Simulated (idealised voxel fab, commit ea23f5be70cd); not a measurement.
Process module heading - voxel transistor to metal
The cross-section shown here is cut; it is 180 nm wide and divided into square cells measuring 5 nm on a side.
For the purposes of this document, a cross-section shall be understood as a grid of square cells, specified as bands listed in top-to-bottom order, each band consisting of one or more rows of cells.
The band entry comprises the height of the band's top followed by the height of its bottom, expressed in nm, and subsequently the band's materials from left to right, each stated together with its width in nm. Where a single material is marked with the word "throughout", that material fills the band from edge to edge. The word "empty" represents empty space.
Convention: height 0 is the level below which the wafer, as received, is all one material. The lowest band does not terminate at the bottom but continues downward, represented as "0 down".
The notation "30..40" denotes a width that varies across the rows of cells in the band, beginning at the first number in the top row, finishing at the second number in the bottom row, and changing by an identical amount from each row to the next.
Basically "remained unchanged" means that step didn't change any cell in the cross-section.
Basically, "Unvented voids" tells you about the enclosed voids: empty spaces with no open way to the top, 8 cells or bigger, each written width x height at distance, where distance is from the left edge, all in nm.
If you see something after the settings on a step's line, that's the simulator's own remark about that step.
You can add "overlay nm" to a step's line. For a step with a mask, it describes how far the mask lay to the right of its planned position, and a negative number describes a lay to the left.
Guide to the pairs. Each holds a before and an after cross-section around one process step; the after cross-section is cut off at the lowest band that changed. Look under the pair for the step between them and its settings. Pairs can come from different runs of this module on the same starting wafer, so a pair follows on from the one above it only where its entry headed "Structure before processing" says it does.

**Structure before processing**
* 25 to 20: 65 nm empty / 10 nm SiN / 5 nm empty / 15 nm SiCN / 5 nm empty / 10 nm SiN / 70 nm empty
* 20 to 15: 65 nm empty / 10 nm SiN / 5 nm SiO2 / 15 nm SiCN / 5 nm SiO2 / 10 nm SiN / 70 nm empty
* 15 to 10: 65 nm empty / 10 nm SiN / 5 nm SiO2 / 15 nm polySi / 5 nm SiO2 / 10 nm SiN / 70 nm empty
* 10 to 0: 40 nm empty / 25 nm nSi / 10 nm SiN / 5 nm SiO2 / 15 nm polySi / 5 nm SiO2 / 10 nm SiN / 25 nm nSi / 45 nm empty
* 0 to -5: 40 nm empty / 10 nm SiN / 15 nm nSi / 10 nm SiN / 5 nm SiO2 / 15 nm polySi / 5 nm SiO2 / 10 nm SiN / 15 nm nSi / 10 nm SiN / 45 nm empty
* -5 to -10: 50 nm SiO2 / 15 nm nSi / 45 nm SiO2 / 15 nm nSi / 55 nm SiO2
* -10 to -35: 45 nm SiO2 / 85 nm Si / 50 nm SiO2
* -35 down: Si throughout
* Unvented voids: none

**Cross-Section Thereafter**
* 25 to 20: 65 nm empty / 10 nm SiN / 5 nm empty / 15 nm SiCN / 5 nm empty / 10 nm SiN / 70 nm empty
* 20 to 15: 65 nm empty / 10 nm SiN / 5 nm SiO2 / 15 nm SiCN / 5 nm SiO2 / 10 nm SiN / 70 nm empty
* 15 to 0: 65 nm empty / 10 nm SiN / 5 nm SiO2 / 15 nm polySi / 5 nm SiO2 / 10 nm SiN / 70 nm empty
* 0 to -5: 40 nm empty / 10 nm SiN / 15 nm empty / 10 nm SiN / 5 nm SiO2 / 15 nm polySi / 5 nm SiO2 / 10 nm SiN / 15 nm empty / 10 nm SiN / 45 nm empty
* Nothing below the height -5 has changed.
* Unvented voids: none
What is the step between the two cross-sections above? DIRECTIONAL_ETCH with etch materials Si, depth nm 15

Structure before processing: check the pair just above; its after cross-section is our before state.

**Cross-Section Thereafter**
* 30 to 25: SiO2 throughout
* 25 to 15: 65 nm SiO2 / 10 nm SiN / 5 nm SiO2 / 15 nm SiCN / 5 nm SiO2 / 10 nm SiN / 70 nm SiO2
* 15 to 0: 65 nm SiO2 / 10 nm SiN / 5 nm SiO2 / 15 nm polySi / 5 nm SiO2 / 10 nm SiN / 70 nm SiO2
* 0 to -5: 40 nm SiO2 / 10 nm SiN / 15 nm SiO2 / 10 nm SiN / 5 nm SiO2 / 15 nm polySi / 5 nm SiO2 / 10 nm SiN / 15 nm SiO2 / 10 nm SiN / 45 nm SiO2
* Nothing below the height -5 has changed.
* Unvented voids: none
What is the step between the two cross-sections above? FILL_DEP with material SiO2, thk nm 5

Structure before processing: check the pair just above; its after cross-section is our before state.

**Cross-Section Thereafter**
* 25 to 15: 65 nm SiO2 / 10 nm SiN / 5 nm SiO2 / 15 nm SiCN / 5 nm SiO2 / 10 nm SiN / 70 nm SiO2
* Nothing below the height 15 has changed.
* Unvented voids: none
What is the step between the two cross-sections above? CMP with height nm 25

Structure before processing: check the pair just above; its after cross-section is our before state.

**Cross-Section Thereafter**
* 35 to 25: SiO2 throughout
* Nothing below the height 25 has changed.
* Unvented voids: none
What is the step between the two cross-sections above? DIRECTIONAL_DEP with material SiO2, thk nm 10

Structure before processing: check the pair just above; its after cross-section is our before state.

**Cross-Section Thereafter**
* 50 to 35: 50 nm resist / 25 nm empty / 25 nm resist / 25 nm empty / 55 nm resist
* Nothing below the height 35 has changed.
* Unvented voids: none
What is the step between the two cross-sections above? PATTERN with tone open, mask id CONTACT, material resist, width nm 25, pitch nm 50, thk nm 15, overlay nm 0

Structure before processing: check the pair just above; its after cross-section is our before state.

**Cross-Section Thereafter**
* 50 to 35: 50 nm resist / 25 nm empty / 25 nm resist / 25 nm empty / 55 nm resist
* 35 to 25: 50 nm SiO2 / 25 nm empty / 25 nm SiO2 / 25 nm empty / 55 nm SiO2
* 25 to 15: 50 nm SiO2 / 15 nm empty / 10 nm SiN / 5 nm SiO2 / 15 nm SiCN / 5 nm SiO2 / 10 nm SiN / 15 nm empty / 55 nm SiO2
* 15 to 10: 50 nm SiO2 / 15 nm empty / 10 nm SiN / 5 nm SiO2 / 15 nm polySi / 5 nm SiO2 / 10 nm SiN / 15 nm empty / 55 nm SiO2
* Nothing below the height 10 has changed.
* Unvented voids: none
What is the step between the two cross-sections above? DIRECTIONAL_ETCH with etch materials SiO2, depth nm 25

Structure before processing: check the pair just above; its after cross-section is our before state.

**Cross-Section Thereafter**
* 35 to 25: 50 nm SiO2 / 25 nm empty / 25 nm SiO2 / 25 nm empty / 55 nm SiO2
* Nothing below the height 25 has changed.
* Unvented voids: none
What is the step between the two cross-sections above? STRIP with etch materials resist

Structure before processing: check the pair just above; its after cross-section is our before state.

**Cross-Section Thereafter**
* 40 to 35: 55 nm TiN / 15 nm empty / 35 nm TiN / 15 nm empty / 60 nm TiN
* 35 to 25: 50 nm SiO2 / 5 nm TiN / 15..5 nm empty / 5..15 nm TiN / 25 nm SiO2 / 5..15 nm TiN / 15..5 nm empty / 5 nm TiN / 55 nm SiO2
* 25 to 15: 50 nm SiO2 / 5 nm TiN / 5 nm empty / 5 nm TiN / 10 nm SiN / 5 nm SiO2 / 15 nm SiCN / 5 nm SiO2 / 10 nm SiN / 5 nm TiN / 5 nm empty / 5 nm TiN / 55 nm SiO2
* 15 to 10: 50 nm SiO2 / 15 nm TiN / 10 nm SiN / 5 nm SiO2 / 15 nm polySi / 5 nm SiO2 / 10 nm SiN / 15 nm TiN / 55 nm SiO2
* Nothing below the height 10 has changed.
* Unvented voids: none
What is the step between the two cross-sections above? CONFORMAL_DEP with material TiN, thk nm 5

Structure before processing: check the pair just above; its after cross-section is our before state.

**Cross-Section Thereafter**
* 45 to 40: Ru throughout
* 40 to 35: 55 nm TiN / 15 nm Ru / 35 nm TiN / 15 nm Ru / 60 nm TiN
* 35 to 25: 50 nm SiO2 / 5 nm TiN / 15..5 nm Ru / 5..15 nm TiN / 25 nm SiO2 / 5..15 nm TiN / 15..5 nm Ru / 5 nm TiN / 55 nm SiO2
* 25 to 15: 50 nm SiO2 / 5 nm TiN / 5 nm Ru / 5 nm TiN / 10 nm SiN / 5 nm SiO2 / 15 nm SiCN / 5 nm SiO2 / 10 nm SiN / 5 nm TiN / 5 nm Ru / 5 nm TiN / 55 nm SiO2
* Nothing below the height 15 has changed.
* Unvented voids: none
What is the step between the two cross-sections above? FILL_DEP with material Ru, thk nm 5

Structure before processing: check the pair just above; its after cross-section is our before state.

**Cross-Section Thereafter**
* 35 to 25: 50 nm SiO2 / 5 nm TiN / 15..5 nm Ru / 5..15 nm TiN / 25 nm SiO2 / 5..15 nm TiN / 15..5 nm Ru / 5 nm TiN / 55 nm SiO2
* Nothing below the height 25 has changed.
* Unvented voids: none
What is the step between the two cross-sections above? CMP with height nm 35

Structure before processing: check the pair just above; its after cross-section is our before state.

**Cross-Section Thereafter**
* 40 to 35: SiN throughout
* Nothing below the height 35 has changed.
* Unvented voids: none
What is the step between the two cross-sections above? CONFORMAL_DEP with material SiN, thk nm 5

Structure before processing: check the pair just above; its after cross-section is our before state.

**Cross-Section Thereafter**
* 60 to 40: lowk throughout
* Nothing below the height 40 has changed.
* Unvented voids: none
What is the step between the two cross-sections above? DIRECTIONAL_DEP with material lowk, thk nm 20

Structure before processing: check the pair just above; its after cross-section is our before state.

**Cross-Section Thereafter**
* 80 to 60: 50 nm resist / 15 nm empty / 45 nm resist / 15 nm empty / 55 nm resist
* Nothing below the height 60 has changed.
* Unvented voids: none
What is the step between the two cross-sections above? PATTERN with tone open, mask id METAL_1, material resist, width nm 15, pitch nm 60, thk nm 20, overlay nm 0

Structure before processing: check the pair just above; its after cross-section is our before state.

**Cross-Section Thereafter**
* 80 to 60: 50 nm resist / 15 nm empty / 45 nm resist / 15 nm empty / 55 nm resist
* 60 to 40: 50 nm lowk / 15 nm empty / 45 nm lowk / 15 nm empty / 55 nm lowk
* Nothing below the height 40 has changed.
* Unvented voids: none
What is the step between the two cross-sections above? DIRECTIONAL_ETCH with etch materials lowk, depth nm 20

Structure before processing: check the pair just above; its after cross-section is our before state.

**Cross-Section Thereafter**
* 80 to 60: 50 nm resist / 15 nm empty / 45 nm resist / 15 nm empty / 55 nm resist
* 60 to 40: 50 nm lowk / 15 nm empty / 45 nm lowk / 15 nm empty / 55 nm lowk
* 40 to 35: 50 nm SiN / 15 nm empty / 45 nm SiN / 15 nm empty / 55 nm SiN
* Nothing below the height 35 has changed.
* Unvented voids: none
What is the step between the two cross-sections above? DIRECTIONAL_ETCH with etch materials SiN, depth nm 5

Structure before processing: check the pair just above; its after cross-section is our before state.

**Cross-Section Thereafter**
* 60 to 40: 50 nm lowk / 15 nm empty / 45 nm lowk / 15 nm empty / 55 nm lowk
* Nothing below the height 40 has changed.
* Unvented voids: none
What is the step between the two cross-sections above? STRIP with etch materials resist

Structure before processing: check the pair just above; its after cross-section is our before state.

**Cross-Section Thereafter**
* 65 to 60: 55 nm TiN / 5 nm empty / 55 nm TiN / 5 nm empty / 60 nm TiN
* 60 to 40: 50 nm lowk / 5 nm TiN / 5 nm empty / 5 nm TiN / 45 nm lowk / 5 nm TiN / 5 nm empty / 5 nm TiN / 55 nm lowk
* 40 to 35: 50 nm SiN / 15 nm TiN / 45 nm SiN / 15 nm TiN / 55 nm SiN
* Nothing below the height 35 has changed.
* Unvented voids: none
What is the step between the two cross-sections above? CONFORMAL_DEP with material TiN, thk nm 5

Structure before processing: check the pair just above; its after cross-section is our before state.

**Cross-Section Thereafter**
* 70 to 65: W throughout
* 65 to 60: 55 nm TiN / 5 nm W / 55 nm TiN / 5 nm W / 60 nm TiN
* 60 to 40: 50 nm lowk / 5 nm TiN / 5 nm W / 5 nm TiN / 45 nm lowk / 5 nm TiN / 5 nm W / 5 nm TiN / 55 nm lowk
* Nothing below the height 40 has changed.
* Unvented voids: none
What is the step between the two cross-sections above? FILL_DEP with material W, thk nm 5

Structure before processing: check the pair just above; its after cross-section is our before state.

**Cross-Section Thereafter**
* 60 to 40: 50 nm lowk / 5 nm TiN / 5 nm W / 5 nm TiN / 45 nm lowk / 5 nm TiN / 5 nm W / 5 nm TiN / 55 nm lowk
* Nothing below the height 40 has changed.
* Unvented voids: none
What is the step between the two cross-sections above? CMP with height nm 60

Structure before processing: check the pair just above; its after cross-section is our before state.

**Cross-Section Thereafter**
* 65 to 60: SiCN throughout
* Nothing below the height 60 has changed.
* Unvented voids: none
What is the step between the two cross-sections above? CONFORMAL_DEP with material SiCN, thk nm 5

**Structure before processing**
* 0 down: Si throughout
* Unvented voids: none

**Cross-Section Thereafter**
* 0 to -15: SiO2 throughout
* Nothing below the height -15 has changed.
* Unvented voids: none
What is the step between the two cross-sections above? OXIDIZE with depth nm 15

Structure before processing: check the pair just above; its after cross-section is our before state.

**Cross-Section Thereafter**
* 10 to 0: SiN throughout
* Nothing below the height 0 has changed.
* Unvented voids: none
What is the step between the two cross-sections above? CONFORMAL_DEP with material SiN, thk nm 10

Structure before processing: check the pair just above; its after cross-section is our before state.

**Cross-Section Thereafter**
* 25 to 10: 40 nm empty / 95 nm resist / 45 nm empty
* Nothing below the height 10 has changed.
* Unvented voids: none
What is the step between the two cross-sections above? PATTERN with tone cover, mask id ACTIVE, material resist, width nm 95, thk nm 15, overlay nm 0

Structure before processing: check the pair just above; its after cross-section is our before state.

**Cross-Section Thereafter**
* 25 to 10: 40 nm empty / 95 nm resist / 45 nm empty
* 10 to 0: 40 nm empty / 95 nm SiN / 45 nm empty
* Nothing below the height 0 has changed.
* Unvented voids: none
What is the step between the two cross-sections above? DIRECTIONAL_ETCH with etch materials SiN, depth nm 10

Structure before processing: check the pair just above; its after cross-section is our before state.

**Cross-Section Thereafter**
* 25 to 10: 40 nm empty / 95 nm resist / 45 nm empty
* 10 to 0: 40 nm empty / 95 nm SiN / 45 nm empty
* 0 to -5: 40 nm empty / 95 nm SiO2 / 45 nm empty
* Nothing below the height -5 has changed.
* Unvented voids: none
What is the step between the two cross-sections above? DIRECTIONAL_ETCH with etch materials SiO2, depth nm 5

Structure before processing: check the pair just above; its after cross-section is our before state.

**Cross-Section Thereafter**
* 10 to 0: 40 nm empty / 95 nm SiN / 45 nm empty
* Nothing below the height 0 has changed.
* Unvented voids: none
What is the step between the two cross-sections above? STRIP with etch materials resist

Structure before processing: check the pair just above; its after cross-section is our before state.

**Cross-Section Thereafter**
* 25 to 10: SiO2 throughout
* 10 to 0: 40 nm SiO2 / 95 nm SiN / 45 nm SiO2
* 0 to -15: SiO2 throughout
* Nothing below the height -15 has changed.
* Unvented voids: none
What is the step between the two cross-sections above? FILL_DEP with material SiO2, thk nm 15

Structure before processing: check the pair just above; its after cross-section is our before state.

**Cross-Section Thereafter**
* 10 to 0: 40 nm SiO2 / 95 nm SiN / 45 nm SiO2
* Nothing below the height 0 has changed.
* Unvented voids: none
What is the step between the two cross-sections above? CMP with height nm 10

Structure before processing: check the pair just above; its after cross-section is our before state.

**Cross-Section Thereafter**
* 10 to 5: 40 nm empty / 95 nm SiN / 45 nm empty
* Nothing below the height 5 has changed.
* Unvented voids: none
What is the step between the two cross-sections above? SELECTIVE_ETCH with etch materials SiO2, depth nm 5

Structure before processing: check the pair just above; its after cross-section is our before state.

**Cross-Section Thereafter**
* 5 to 0: 40 nm SiO2 / 95 nm empty / 45 nm SiO2
* Nothing below the height 0 has changed.
* Unvented voids: none
What is the step between the two cross-sections above? STRIP with etch materials SiN

Structure before processing: check the pair just above; its after cross-section is our before state.

**Cross-Section Thereafter**
* 0 to -5: 35 nm SiO2 / 105 nm empty / 40 nm SiO2
* Nothing below the height -5 has changed.
* Unvented voids: none
What is the step between the two cross-sections above? SELECTIVE_ETCH with etch materials SiO2, depth nm 5

Structure before processing: check the pair just above; its after cross-section is our before state.

**Cross-Section Thereafter**
* 20 to 15: 35 nm polySi / 105 nm empty / 40 nm polySi
* 15 to 0: polySi throughout
* 0 to -5: 35 nm SiO2 / 105 nm polySi / 40 nm SiO2
* Nothing below the height -5 has changed.
* Unvented voids: none
What is the step between the two cross-sections above? DIRECTIONAL_DEP with material polySi, thk nm 20

Structure before processing: check the pair just above; its after cross-section is our before state.

**Cross-Section Thereafter**
* 30 to 25: 35 nm SiCN / 105 nm empty / 40 nm SiCN
* 25 to 20: SiCN throughout
* 20 to 15: 35 nm polySi / 105 nm SiCN / 40 nm polySi
* Nothing below the height 15 has changed.
* Unvented voids: none
What is the step between the two cross-sections above? DIRECTIONAL_DEP with material SiCN, thk nm 10

Structure before processing: check the pair just above; its after cross-section is our before state.

**Cross-Section Thereafter**
* 25 to 20: 80 nm empty / 15 nm SiCN / 85 nm empty
* 20 to 15: 35 nm polySi / 45 nm empty / 15 nm SiCN / 45 nm empty / 40 nm polySi
* Nothing below the height 15 has changed.
* Unvented voids: none
What is the step between the two cross-sections above? MASKED_ETCH with tone cover, mask id GATE, width nm 15, etch materials SiCN, depth nm 20, overlay nm 0

Structure before processing: check the pair just above; its after cross-section is our before state.

**Cross-Section Thereafter**
* 25 to 15: 80 nm empty / 15 nm SiCN / 85 nm empty
* 15 to 0: 80 nm empty / 15 nm polySi / 85 nm empty
* 0 to -5: 35 nm SiO2 / 45 nm empty / 15 nm polySi / 45 nm empty / 40 nm SiO2
* Nothing below the height -5 has changed.
* Unvented voids: none
What is the step between the two cross-sections above? MASKED_ETCH with tone cover, mask id GATE, width nm 15, etch materials polySi, depth nm 30, overlay nm 0

Structure before processing: check the pair just above; its after cross-section is our before state.

**Cross-Section Thereafter**
* 30 to 25: 75 nm empty / 25 nm SiO2 / 80 nm empty
* 25 to 15: 75 nm empty / 5 nm SiO2 / 15 nm SiCN / 5 nm SiO2 / 80 nm empty
* 15 to 5: 75 nm empty / 5 nm SiO2 / 15 nm polySi / 5 nm SiO2 / 80 nm empty
* 5 to 0: 40 nm SiO2 / 35 nm empty / 5 nm SiO2 / 15 nm polySi / 5 nm SiO2 / 35 nm empty / 45 nm SiO2
* 0 to -5: 80 nm SiO2 / 15 nm polySi / 85 nm SiO2
* Nothing below the height -5 has changed.
* Unvented voids: none
What is the step between the two cross-sections above? CONFORMAL_DEP with material SiO2, thk nm 5

Structure before processing: check the pair just above; its after cross-section is our before state.

**Cross-Section Thereafter**
* 25 to 15: 75 nm empty / 5 nm SiO2 / 15 nm SiCN / 5 nm SiO2 / 80 nm empty
* 15 to 0: 75 nm empty / 5 nm SiO2 / 15 nm polySi / 5 nm SiO2 / 80 nm empty
* 0 to -5: 40 nm SiO2 / 35 nm empty / 5 nm SiO2 / 15 nm polySi / 5 nm SiO2 / 35 nm empty / 45 nm SiO2
* Nothing below the height -5 has changed.
* Unvented voids: none
What is the step between the two cross-sections above? DIRECTIONAL_ETCH with etch materials SiO2, depth nm 5

Structure before processing: check the pair just above; its after cross-section is our before state.

**Cross-Section Thereafter**
* 35 to 25: 65 nm empty / 45 nm SiN / 70 nm empty
* 25 to 15: 65 nm empty / 10 nm SiN / 5 nm SiO2 / 15 nm SiCN / 5 nm SiO2 / 10 nm SiN / 70 nm empty
* 15 to 10: 65 nm empty / 10 nm SiN / 5 nm SiO2 / 15 nm polySi / 5 nm SiO2 / 10 nm SiN / 70 nm empty
* 10 to 5: 50 nm SiN / 15 nm empty / 10 nm SiN / 5 nm SiO2 / 15 nm polySi / 5 nm SiO2 / 10 nm SiN / 15 nm empty / 55 nm SiN
* 5 to 0: 75 nm SiN / 5 nm SiO2 / 15 nm polySi / 5 nm SiO2 / 80 nm SiN
* 0 to -5: 40 nm SiO2 / 35 nm SiN / 5 nm SiO2 / 15 nm polySi / 5 nm SiO2 / 35 nm SiN / 45 nm SiO2
* Nothing below the height -5 has changed.
* Unvented voids: none
What is the step between the two cross-sections above? CONFORMAL_DEP with material SiN, thk nm 10

Structure before processing: check the pair just above; its after cross-section is our before state.

**Cross-Section Thereafter**
* 25 to 15: 65 nm empty / 10 nm SiN / 5 nm SiO2 / 15 nm SiCN / 5 nm SiO2 / 10 nm SiN / 70 nm empty
* 15 to 0: 65 nm empty / 10 nm SiN / 5 nm SiO2 / 15 nm polySi / 5 nm SiO2 / 10 nm SiN / 70 nm empty
* 0 to -5: 40 nm SiO2 / 10 nm SiN / 15 nm empty / 10 nm SiN / 5 nm SiO2 / 15 nm polySi / 5 nm SiO2 / 10 nm SiN / 15 nm empty / 10 nm SiN / 45 nm SiO2
* Nothing below the height -5 has changed.
* Unvented voids: none
What is the step between the two cross-sections above? DIRECTIONAL_ETCH with etch materials SiN, depth nm 10

Structure before processing: check the pair just above; its after cross-section is our before state.

**Cross-Section Thereafter**
* 25 to 20: 65 nm empty / 10 nm SiN / 5 nm empty / 15 nm SiCN / 5 nm empty / 10 nm SiN / 70 nm empty
* 20 to 15: 65 nm empty / 10 nm SiN / 5 nm SiO2 / 15 nm SiCN / 5 nm SiO2 / 10 nm SiN / 70 nm empty
* 15 to 0: 65 nm empty / 10 nm SiN / 5 nm SiO2 / 15 nm polySi / 5 nm SiO2 / 10 nm SiN / 70 nm empty
* 0 to -5: 40 nm empty / 10 nm SiN / 15 nm empty / 10 nm SiN / 5 nm SiO2 / 15 nm polySi / 5 nm SiO2 / 10 nm SiN / 15 nm empty / 10 nm SiN / 45 nm empty
* -5 to -10: 50 nm SiO2 / 15 nm empty / 45 nm SiO2 / 15 nm empty / 55 nm SiO2
* Nothing below the height -10 has changed.
* Unvented voids: none
What is the step between the two cross-sections above? DIRECTIONAL_ETCH with etch materials SiO2, depth nm 5

Structure before processing: check the pair just above; its after cross-section is our before state.

**Cross-Section Thereafter**
* 30 to 25: SiO2 throughout
* 25 to 15: 65 nm SiO2 / 10 nm SiN / 5 nm SiO2 / 15 nm SiCN / 5 nm SiO2 / 10 nm SiN / 70 nm SiO2
* 15 to 0: 65 nm SiO2 / 10 nm SiN / 5 nm SiO2 / 15 nm polySi / 5 nm SiO2 / 10 nm SiN / 70 nm SiO2
* 0 to -5: 40 nm SiO2 / 10 nm SiN / 15 nm SiO2 / 10 nm SiN / 5 nm SiO2 / 15 nm polySi / 5 nm SiO2 / 10 nm SiN / 15 nm SiO2 / 10 nm SiN / 45 nm SiO2
* -5 to -15: SiO2 throughout
* Nothing below the height -15 has changed.
* Unvented voids: none
What is the step between the two cross-sections above? FILL_DEP with material SiO2, thk nm 5

Structure before processing: check the pair just above; its after cross-section is our before state.

**Cross-Section Thereafter**
* 25 to 15: 65 nm SiO2 / 10 nm SiN / 5 nm SiO2 / 15 nm SiCN / 5 nm SiO2 / 10 nm SiN / 70 nm SiO2
* Nothing below the height 15 has changed.
* Unvented voids: none
What is the step between the two cross-sections above? CMP with height nm 25

Structure before processing: check the pair just above; its after cross-section is our before state.

**Cross-Section Thereafter**
* 35 to 25: SiO2 throughout
* Nothing below the height 25 has changed.
* Unvented voids: none
What is the step between the two cross-sections above? DIRECTIONAL_DEP with material SiO2, thk nm 10

Structure before processing: check the pair just above; its after cross-section is our before state.

**Cross-Section Thereafter**
* 50 to 35: 50 nm resist / 25 nm empty / 25 nm resist / 25 nm empty / 55 nm resist
* Nothing below the height 35 has changed.
* Unvented voids: none
What is the step between the two cross-sections above? PATTERN with tone open, mask id CONTACT, material resist, width nm 25, pitch nm 50, thk nm 15, overlay nm 0

Structure before processing: check the pair just above; its after cross-section is our before state.

**Cross-Section Thereafter**
* 50 to 35: 50 nm resist / 25 nm empty / 25 nm resist / 25 nm empty / 55 nm resist
* 35 to 25: 50 nm SiO2 / 25 nm empty / 25 nm SiO2 / 25 nm empty / 55 nm SiO2
* 25 to 15: 50 nm SiO2 / 15 nm empty / 10 nm SiN / 5 nm SiO2 / 15 nm SiCN / 5 nm SiO2 / 10 nm SiN / 15 nm empty / 55 nm SiO2
* 15 to 10: 50 nm SiO2 / 15 nm empty / 10 nm SiN / 5 nm SiO2 / 15 nm polySi / 5 nm SiO2 / 10 nm SiN / 15 nm empty / 55 nm SiO2
* Nothing below the height 10 has changed.
* Unvented voids: none
What is the step between the two cross-sections above? DIRECTIONAL_ETCH with etch materials SiO2, depth nm 25

Structure before processing: check the pair just above; its after cross-section is our before state.

**Cross-Section Thereafter**
* 35 to 25: 50 nm SiO2 / 25 nm empty / 25 nm SiO2 / 25 nm empty / 55 nm SiO2
* Nothing below the height 25 has changed.
* Unvented voids: none
What is the step between the two cross-sections above? STRIP with etch materials resist

Structure before processing: check the pair just above; its after cross-section is our before state.

**Cross-Section Thereafter**
* 40 to 35: 55 nm TiN / 15 nm empty / 35 nm TiN / 15 nm empty / 60 nm TiN
* 35 to 25: 50 nm SiO2 / 5 nm TiN / 15..5 nm empty / 5..15 nm TiN / 25 nm SiO2 / 5..15 nm TiN / 15..5 nm empty / 5 nm TiN / 55 nm SiO2
* 25 to 15: 50 nm SiO2 / 5 nm TiN / 5 nm empty / 5 nm TiN / 10 nm SiN / 5 nm SiO2 / 15 nm SiCN / 5 nm SiO2 / 10 nm SiN / 5 nm TiN / 5 nm empty / 5 nm TiN / 55 nm SiO2
* 15 to 10: 50 nm SiO2 / 15 nm TiN / 10 nm SiN / 5 nm SiO2 / 15 nm polySi / 5 nm SiO2 / 10 nm SiN / 15 nm TiN / 55 nm SiO2
* Nothing below the height 10 has changed.
* Unvented voids: none
What is the step between the two cross-sections above? CONFORMAL_DEP with material TiN, thk nm 5

Structure before processing: check the pair just above; its after cross-section is our before state.

**Cross-Section Thereafter**
* 45 to 40: Ru throughout
* 40 to 35: 55 nm TiN / 15 nm Ru / 35 nm TiN / 15 nm Ru / 60 nm TiN
* 35 to 25: 50 nm SiO2 / 5 nm TiN / 15..5 nm Ru / 5..15 nm TiN / 25 nm SiO2 / 5..15 nm TiN / 15..5 nm Ru / 5 nm TiN / 55 nm SiO2
* 25 to 15: 50 nm SiO2 / 5 nm TiN / 5 nm Ru / 5 nm TiN / 10 nm SiN / 5 nm SiO2 / 15 nm SiCN / 5 nm SiO2 / 10 nm SiN / 5 nm TiN / 5 nm Ru / 5 nm TiN / 55 nm SiO2
* Nothing below the height 15 has changed.
* Unvented voids: none
What is the step between the two cross-sections above? FILL_DEP with material Ru, thk nm 5

Structure before processing: check the pair just above; its after cross-section is our before state.

**Cross-Section Thereafter**
* 35 to 25: 50 nm SiO2 / 5 nm TiN / 15..5 nm Ru / 5..15 nm TiN / 25 nm SiO2 / 5..15 nm TiN / 15..5 nm Ru / 5 nm TiN / 55 nm SiO2
* Nothing below the height 25 has changed.
* Unvented voids: none
What is the step between the two cross-sections above? CMP with height nm 35

Structure before processing: check the pair just above; its after cross-section is our before state.

**Cross-Section Thereafter**
* 40 to 35: SiN throughout
* Nothing below the height 35 has changed.
* Unvented voids: none
What is the step between the two cross-sections above? CONFORMAL_DEP with material SiN, thk nm 5

Structure before processing: check the pair just above; its after cross-section is our before state.

**Cross-Section Thereafter**
* 60 to 40: lowk throughout
* Nothing below the height 40 has changed.
* Unvented voids: none
What is the step between the two cross-sections above? DIRECTIONAL_DEP with material lowk, thk nm 20

Structure before processing: check the pair just above; its after cross-section is our before state.

**Cross-Section Thereafter**
* 80 to 60: 50 nm resist / 15 nm empty / 45 nm resist / 15 nm empty / 55 nm resist
* Nothing below the height 60 has changed.
* Unvented voids: none
What is the step between the two cross-sections above? PATTERN with tone open, mask id METAL_1, material resist, width nm 15, pitch nm 60, thk nm 20, overlay nm 0

Structure before processing: check the pair just above; its after cross-section is our before state.

**Cross-Section Thereafter**
* 80 to 60: 50 nm resist / 15 nm empty / 45 nm resist / 15 nm empty / 55 nm resist
* 60 to 40: 50 nm lowk / 15 nm empty / 45 nm lowk / 15 nm empty / 55 nm lowk
* Nothing below the height 40 has changed.
* Unvented voids: none
What is the step between the two cross-sections above? DIRECTIONAL_ETCH with etch materials lowk, depth nm 20

Structure before processing: check the pair just above; its after cross-section is our before state.

**Cross-Section Thereafter**
* 80 to 60: 50 nm resist / 15 nm empty / 45 nm resist / 15 nm empty / 55 nm resist
* 60 to 40: 50 nm lowk / 15 nm empty / 45 nm lowk / 15 nm empty / 55 nm lowk
* 40 to 35: 50 nm SiN / 15 nm empty / 45 nm SiN / 15 nm empty / 55 nm SiN
* Nothing below the height 35 has changed.
* Unvented voids: none
What is the step between the two cross-sections above? DIRECTIONAL_ETCH with etch materials SiN, depth nm 5

Structure before processing: check the pair just above; its after cross-section is our before state.

**Cross-Section Thereafter**
* 60 to 40: 50 nm lowk / 15 nm empty / 45 nm lowk / 15 nm empty / 55 nm lowk
* Nothing below the height 40 has changed.
* Unvented voids: none
What is the step between the two cross-sections above? STRIP with etch materials resist

Structure before processing: check the pair just above; its after cross-section is our before state.

**Cross-Section Thereafter**
* 65 to 60: 55 nm TiN / 5 nm empty / 55 nm TiN / 5 nm empty / 60 nm TiN
* 60 to 40: 50 nm lowk / 5 nm TiN / 5 nm empty / 5 nm TiN / 45 nm lowk / 5 nm TiN / 5 nm empty / 5 nm TiN / 55 nm lowk
* 40 to 35: 50 nm SiN / 15 nm TiN / 45 nm SiN / 15 nm TiN / 55 nm SiN
* Nothing below the height 35 has changed.
* Unvented voids: none
What is the step between the two cross-sections above? CONFORMAL_DEP with material TiN, thk nm 5

Structure before processing: check the pair just above; its after cross-section is our before state.

**Cross-Section Thereafter**
* 70 to 65: W throughout
* 65 to 60: 55 nm TiN / 5 nm W / 55 nm TiN / 5 nm W / 60 nm TiN
* 60 to 40: 50 nm lowk / 5 nm TiN / 5 nm W / 5 nm TiN / 45 nm lowk / 5 nm TiN / 5 nm W / 5 nm TiN / 55 nm lowk
* Nothing below the height 40 has changed.
* Unvented voids: none
What is the step between the two cross-sections above? FILL_DEP with material W, thk nm 5

Structure before processing: check the pair just above; its after cross-section is our before state.

**Cross-Section Thereafter**
* 60 to 40: 50 nm lowk / 5 nm TiN / 5 nm W / 5 nm TiN / 45 nm lowk / 5 nm TiN / 5 nm W / 5 nm TiN / 55 nm lowk
* Nothing below the height 40 has changed.
* Unvented voids: none
What is the step between the two cross-sections above? CMP with height nm 60

Structure before processing: check the pair just above; its after cross-section is our before state.

**Cross-Section Thereafter**
* 65 to 60: SiCN throughout
* Nothing below the height 60 has changed.
* Unvented voids: none
What is the step between the two cross-sections above? CONFORMAL_DEP with material SiCN, thk nm 5
